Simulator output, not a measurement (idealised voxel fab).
process module | voxel ribs on slabs
cross-section cut | 300 nm wide | cells 5 nm
A cross-section is a grid of square cells, given in bands from the top down. A band is one or more rows of cells.
Each band's line starts with the height of the band's top and of its bottom, in nm. Then come its materials from left to right, each with its width in nm. One material with "throughout" fills the band from edge to edge. "air" is empty space.
Height 0 is the level under which the wafer as received is all one material. The lowest band goes on downwards, as in "0 down".
A width such as "30 to 40" changes by the same amount from each row of cells to the next, from the band's top row to its bottom row.
"no change" after a step means that no cell of the cross-section changed.
closed voids: empty space of 8 cells or more with no open way to the top, each as width x height at its distance from the left edge, in nm
after a step's settings: what the simulator itself notes on the step
overlay nm, on a step with a mask: how far to the right of its planned place the mask lay; to the left if negative
plan
1 op RECEIVE | material Si
2 op DIRECTIONAL_DEP | material SiO2 | thk nm 30
3 op DIRECTIONAL_DEP | material polySi | thk nm 20
4 op MASKED_ETCH | tone cover | mask id RIB | width nm 20 | etch materials polySi | depth nm 5 | overlay nm 0
5 op DIRECTIONAL_DEP | material aC | thk nm 10
6 op PATTERN | tone cover | mask id SLAB | material resist | width nm 50 | thk nm 30 | overlay nm 0
7 op DIRECTIONAL_ETCH | etch materials aC | depth nm 10
8 op STRIP | etch materials resist
9 op DIRECTIONAL_ETCH | etch materials polySi | depth nm 15
10 op STRIP | etch materials aC
11 op FILL_DEP | material SiO2 | thk nm 25
12 op CMP | height nm 70
13 op DIRECTIONAL_DEP | material TiN | thk nm 10
14 op PATTERN | tone cover | mask id HEATER | material resist | width nm 20 | thk nm 15 | overlay nm 0
15 op DIRECTIONAL_ETCH | etch materials TiN | depth nm 10
16 op STRIP | etch materials resist
17 op CONFORMAL_DEP | material SiO2 | thk nm 5
varied across the wafers: width nm of step 14. The plan shows the first wafer's value. All wafers start alike
first wafer as received, after step 1
  0 down: Si throughout
  closed voids: none
each wafer at the end: cells of each material gained (+) or lost (-) since it was received, then its closed voids
width nm 20 | +870 SiO2 | +8 TiN | +34 polySi | closed voids: none
width nm 25 | +870 SiO2 | +10 TiN | +34 polySi | closed voids: none
width nm 30 | +870 SiO2 | +12 TiN | +34 polySi | closed voids: none
width nm 35 | +870 SiO2 | +14 TiN | +34 polySi | closed voids: none
width nm 40 | +870 SiO2 | +16 TiN | +34 polySi | closed voids: none
width nm 45 | +870 SiO2 | +18 TiN | +34 polySi | closed voids: none
